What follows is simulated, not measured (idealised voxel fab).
process module | voxel spacer lines
cross-section cut | 185 nm wide | cells 5 nm
A cross-section is a grid of square cells, given in bands from the top down. A band is one or more rows of cells.
Each band's line starts with the height of the band's top and of its bottom, in nm. Then come its materials from left to right, each with its width in nm. One material with "throughout" fills the band from edge to edge. "air" is empty space.
Height 0 is the level under which the wafer as received is all one material. The lowest band goes on downwards, as in "0 down".
A width such as "30 to 40" changes by the same amount from each row of cells to the next, from the band's top row to its bottom row.
"no change" after a step means that no cell of the cross-section changed.
closed voids: empty space of 8 cells or more with no open way to the top, each as width x height at its distance from the left edge, in nm
after a step's settings: what the simulator itself notes on the step
overlay nm, on a step with a mask: how far to the right of its planned place the mask lay; to the left if negative
plan
1 op RECEIVE | material Si
2 op CONFORMAL_DEP | material Al2O3 | thk nm 10
3 op DIRECTIONAL_DEP | material W | thk nm 10
4 op DIRECTIONAL_DEP | material polySi | thk nm 25
5 op PATTERN | tone cover | mask id MANDREL | material resist | width nm 15 | pitch nm 50 | thk nm 30 | overlay nm 0
6 op DIRECTIONAL_ETCH | etch materials polySi | depth nm 25
7 op STRIP | etch materials resist
8 op CONFORMAL_DEP | material SiO2 | thk nm 10
9 op DIRECTIONAL_ETCH | etch materials SiO2 | depth nm 10
10 op STRIP | etch materials polySi
11 op DIRECTIONAL_ETCH | etch materials W | depth nm 10
12 op STRIP | etch materials SiO2
13 op FILL_DEP | material lowk | thk nm 10
14 op CMP | height nm 20
first wafer, as planned
as received, after step 1
  0 down: Si throughout
  closed voids: none
after step 2
  10 to 0: Al2O3 throughout
  below 0: unchanged
after step 3
  20 to 10: W throughout
  below 10: unchanged
after step 4
  45 to 20: polySi throughout
  below 20: unchanged
after step 5
  75 to 45: air 60 | resist 15 | air 35 | resist 15 | air 60
  below 45: unchanged
after step 6
  75 to 45: air 60 | resist 15 | air 35 | resist 15 | air 60
  45 to 20: air 60 | polySi 15 | air 35 | polySi 15 | air 60
  below 20: unchanged
after step 7
  45 to 20: air 60 | polySi 15 | air 35 | polySi 15 | air 60
  below 20: unchanged
after step 8
  55 to 45: air 50 | SiO2 35 | air 15 | SiO2 35 | air 50
  45 to 30: air 50 | SiO2 10 | polySi 15 | SiO2 10 | air 15 | SiO2 10 | polySi 15 | SiO2 10 | air 50
  30 to 20: SiO2 60 | polySi 15 | SiO2 35 | polySi 15 | SiO2 60
  below 20: unchanged
after step 9
  45 to 20: air 50 | SiO2 10 | polySi 15 | SiO2 10 | air 15 | SiO2 10 | polySi 15 | SiO2 10 | air 50
  below 20: unchanged
after step 10
  45 to 20: air 50 | SiO2 10 | air 15 | SiO2 10 | air 15 | SiO2 10 | air 15 | SiO2 10 | air 50
  below 20: unchanged
after step 11
  45 to 20: air 50 | SiO2 10 | air 15 | SiO2 10 | air 15 | SiO2 10 | air 15 | SiO2 10 | air 50
  20 to 10: air 50 | W 10 | air 15 | W 10 | air 15 | W 10 | air 15 | W 10 | air 50
  below 10: unchanged
after step 12
  20 to 10: air 50 | W 10 | air 15 | W 10 | air 15 | W 10 | air 15 | W 10 | air 50
  below 10: unchanged
after step 13
  30 to 20: lowk throughout
  20 to 10: lowk 50 | W 10 | lowk 15 | W 10 | lowk 15 | W 10 | lowk 15 | W 10 | lowk 50
  below 10: unchanged
after step 14
  20 to 10: lowk 50 | W 10 | lowk 15 | W 10 | lowk 15 | W 10 | lowk 15 | W 10 | lowk 50
  below 10: unchanged
second wafer: like start, like plan, one mistake. Through step 4 it matches the first wafer
when step 5 should have ended
  75 to 45: air 70 | resist 15 | air 35 | resist 15 | air 50
  below 45: unchanged
when step 6 should have ended
  75 to 45: air 70 | resist 15 | air 35 | resist 15 | air 50
  45 to 20: air 70 | polySi 15 | air 35 | polySi 15 | air 50
  below 20: unchanged
when step 7 should have ended
  45 to 20: air 70 | polySi 15 | air 35 | polySi 15 | air 50
  below 20: unchanged
when step 8 should have ended
  55 to 45: air 60 | SiO2 35 | air 15 | SiO2 35 | air 40
  45 to 30: air 60 | SiO2 10 | polySi 15 | SiO2 10 | air 15 | SiO2 10 | polySi 15 | SiO2 10 | air 40
  30 to 20: SiO2 70 | polySi 15 | SiO2 35 | polySi 15 | SiO2 50
  below 20: unchanged
when step 9 should have ended
  45 to 20: air 60 | SiO2 10 | polySi 15 | SiO2 10 | air 15 | SiO2 10 | polySi 15 | SiO2 10 | air 40
  below 20: unchanged
when step 10 should have ended
  45 to 20: air 60 | SiO2 10 | air 15 | SiO2 10 | air 15 | SiO2 10 | air 15 | SiO2 10 | air 40
  below 20: unchanged
when step 11 should have ended
  45 to 20: air 60 | SiO2 10 | air 15 | SiO2 10 | air 15 | SiO2 10 | air 15 | SiO2 10 | air 40
  20 to 10: air 60 | W 10 | air 15 | W 10 | air 15 | W 10 | air 15 | W 10 | air 40
  below 10: unchanged
when step 12 should have ended
  20 to 10: air 60 | W 10 | air 15 | W 10 | air 15 | W 10 | air 15 | W 10 | air 40
  below 10: unchanged
when step 13 should have ended
  30 to 20: lowk throughout
  20 to 10: lowk 60 | W 10 | lowk 15 | W 10 | lowk 15 | W 10 | lowk 15 | W 10 | lowk 40
  below 10: unchanged
when step 14 should have ended
  20 to 10: lowk 60 | W 10 | lowk 15 | W 10 | lowk 15 | W 10 | lowk 15 | W 10 | lowk 40
  below 10: unchanged
what went wrong: step 5 ran as: op PATTERN | tone cover | mask id MANDREL | material resist | width nm 15 | pitch nm 50 | thk nm 30 | overlay nm 10
at the end the second wafer has, in cells: as many of each material as the first, in other places
